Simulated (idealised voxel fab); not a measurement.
Documented hereafter: the process module known as voxel self aligned contacts.
FYI the section here is cut, 230 nm wide, cells are 5 nm squares.
Format of a cross-section: grid, square cells. Given as bands. Order: top down. Band: one or more rows of cells. It is stipulated that each band's entry specify, in nanometres, the height of the top of the band and then that of its bottom, followed by the materials of the band in left-to-right sequence, each together with its width in nanometres. A single material marked by the word "full width" is understood to fill the band from edge to edge; the word "empty" is understood to denote empty space. Measure heights from 0. That's the level where, below it, the as-received wafer is all one material. The lowest band is bottomless and extends downward; write it as in "z 0 and below". A width given as "30..40" starts at the first number in the band's top row and ends at the second number in its bottom row, shifting by an equal amount at every step from row to row. "remained the same" (step): cross-section cells unchanged, all of them. Each empty space that has no open way to the top and spans at least 8 cells appears under "Closed void inventory" as width x height at distance, the distance counted from the left edge, all in nm. Note: text after step settings on the step line = simulator remark on that step. The line of a step may include "overlay nm". On a step with a mask, this value is how far to the right of its planned place the mask lay. A negative value means the mask lay to the left.
## Intended process steps
1 RECEIVE,material Si
2 CONFORMAL_DEP,material SiO2,thk nm 5
3 DIRECTIONAL_DEP,material polySi,thk nm 25
4 DIRECTIONAL_DEP,material SiN,thk nm 20
5 DIRECTIONAL_DEP,material aC,thk nm 15
6 PATTERN,tone cover,mask id GATE,material resist,width nm 30,pitch nm 55,thk nm 30,overlay nm 0
7 DIRECTIONAL_ETCH,etch materials aC,depth nm 15
8 STRIP,etch materials resist
9 DIRECTIONAL_ETCH,etch materials SiN,depth nm 20
10 DIRECTIONAL_ETCH,etch materials polySi,depth nm 25
11 STRIP,etch materials aC
12 CONFORMAL_DEP,material SiN,thk nm 5
13 DIRECTIONAL_ETCH,etch materials SiN,depth nm 5
14 FILL_DEP,material SiO2,thk nm 15
15 CMP,height nm 60
16 DIRECTIONAL_DEP,material aC,thk nm 15
17 PATTERN,tone open,mask id CONTACT,material resist,width nm 35,thk nm 35,overlay nm 0
18 DIRECTIONAL_ETCH,etch materials aC,depth nm 15
19 STRIP,etch materials resist
20 DIRECTIONAL_ETCH,etch materials SiO2,depth nm 60
21 STRIP,etch materials aC
22 CONFORMAL_DEP,material TiN,thk nm 5
23 FILL_DEP,material W,thk nm 5
24 CMP,height nm 60
25 CONFORMAL_DEP,material SiN,thk nm 5
## as received, after step 1
    z 0 and below = Si full width
    Closed void inventory: none
## Run as planned - first of the two wafers cross-sectioned at the end of the module
    z 65 to 60 = SiN full width
    z 60 to 50 = 95 SiO2 | 5..15 TiN | 25..5 W | 5..15 TiN | 100 SiO2
    z 50 to 30 = 65 SiO2 | 40 SiN | 5 TiN | 5 W | 5 TiN | 40 SiN | 70 SiO2
    z 30 to 5 = 65 SiO2 | 5 SiN | 30 polySi | 5 SiN | 5 TiN | 5 W | 5 TiN | 5 SiN | 30 polySi | 5 SiN | 70 SiO2
    z 5 to 0 = 105 SiO2 | 15 TiN | 110 SiO2
    z 0 and below = Si full width
    Closed void inventory: none
## So this is wafer number two of the two, cut at the end of the module - it started where the first did and had the same plan, we just got one thing wrong running it
    z 65 to 60 = SiN full width
    z 60 to 50 = 100 SiO2 | 5..10 TiN | 15..5 W | 5..10 TiN | 105 SiO2
    z 50 to 30 = 65 SiO2 | 40 SiN | 5 TiN | 5 W | 5 TiN | 40 SiN | 70 SiO2
    z 30 to 5 = 65 SiO2 | 5 SiN | 30 polySi | 5 SiN | 5 TiN | 5 W | 5 TiN | 5 SiN | 30 polySi | 5 SiN | 70 SiO2
    z 5 to 0 = 105 SiO2 | 15 TiN | 110 SiO2
    z 0 and below = Si full width
    Closed void inventory: none
Deviation from plan: step 17 did not use the planned setting and instead ran as PATTERN,tone open,mask id CONTACT,material resist,width nm 25,thk nm 35,overlay nm 0
Count the cells at the end and the second wafer has more or fewer of some materials than the first: +4 SiO2; -2 TiN; -2 W
